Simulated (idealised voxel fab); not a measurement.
The process module presented herein is designated voxel fin reveal.
For reference, the cross-section in this document is cut, with width 230 nm and square cells of 5 nm.
Each cross-section below is a grid of square cells, stated as bands in top-down order, with one or more rows of cells making up each band. What a band's entry tells you: where the top is and where the bottom is, as heights in nm, and after that what lies inside, material by material from left to right, each with its width in nm. Empty space is written as the word "empty", and a single material marked with the word "edge to edge" occupies the band from edge to edge. Beneath 0, the wafer as received is one material, and that level is where height counting begins. The lowest band goes on downward without a bottom; it is written like "0 nm and below". Width: "30->40" (first number = top row, second number = bottom row, same change from row to row of cells). What does "nothing altered" mean for a step? It means no cell of the cross-section changed in that step. You'll see "Encapsulated voids" listing empty spaces that have no way open to the top, as long as they're 8 cells or more; the notation is width x height at distance, where the distance is from the left edge, and all of it is in nm. Heads up: the bit after the settings on a step's line is the simulator's remark on that step. For masked steps, "overlay nm" on the step line gives how far right of plan the mask actually lay; a minus sign means it lay to the left.

# Here's what the planned process steps look like
- 1: RECEIVE,material Si
- 2: CONFORMAL_DEP,material SiN,thk nm 5
- 3: DIRECTIONAL_DEP,material aC,thk nm 15
- 4: PATTERN,tone cover,mask id FINS,material resist,width nm 15,pitch nm 35,thk nm 35,overlay nm 0
- 5: DIRECTIONAL_ETCH,etch materials aC,depth nm 15
- 6: STRIP,etch materials resist
- 7: DIRECTIONAL_ETCH,etch materials SiN,depth nm 5
- 8: DIRECTIONAL_ETCH,etch materials Si,depth nm 30
- 9: STRIP,etch materials aC
- 10: FILL_DEP,material SiO2,thk nm 10
- 11: CMP,height nm 5
- 12: SELECTIVE_ETCH,etch materials SiO2,depth nm 25
- 13: STRIP,etch materials SiN
- 14: CONFORMAL_DEP,material HfO2,thk nm 5

# This is the cross-section of the wafer as we received it, i.e. after step 1
	0 nm and below: Si edge to edge
	Encapsulated voids: none

# Post-module cross-section: identical start and plan to those above, one misstep in execution
	5 nm to 0 nm: empty=60 | HfO2=25 | empty=10 | HfO2=25 | empty=10 | HfO2=25 | empty=75
	0 nm to -15 nm: empty=60 | HfO2=5 | Si=15 | HfO2=5 | empty=10 | HfO2=5 | Si=15 | HfO2=5 | empty=10 | HfO2=5 | Si=15 | HfO2=5 | empty=75
	-15 nm to -20 nm: HfO2=65 | Si=15 | HfO2=20 | Si=15 | HfO2=20 | Si=15 | HfO2=80
	-20 nm to -30 nm: SiO2=65 | Si=15 | SiO2=20 | Si=15 | SiO2=20 | Si=15 | SiO2=80
	-30 nm and below: Si edge to edge
	Encapsulated voids: none
Want to know what went wrong? step 4 went in with a setting other than planned; the actual run was PATTERN,tone cover,mask id FINS,material resist,width nm 15,pitch nm 35,thk nm 35,overlay nm -5
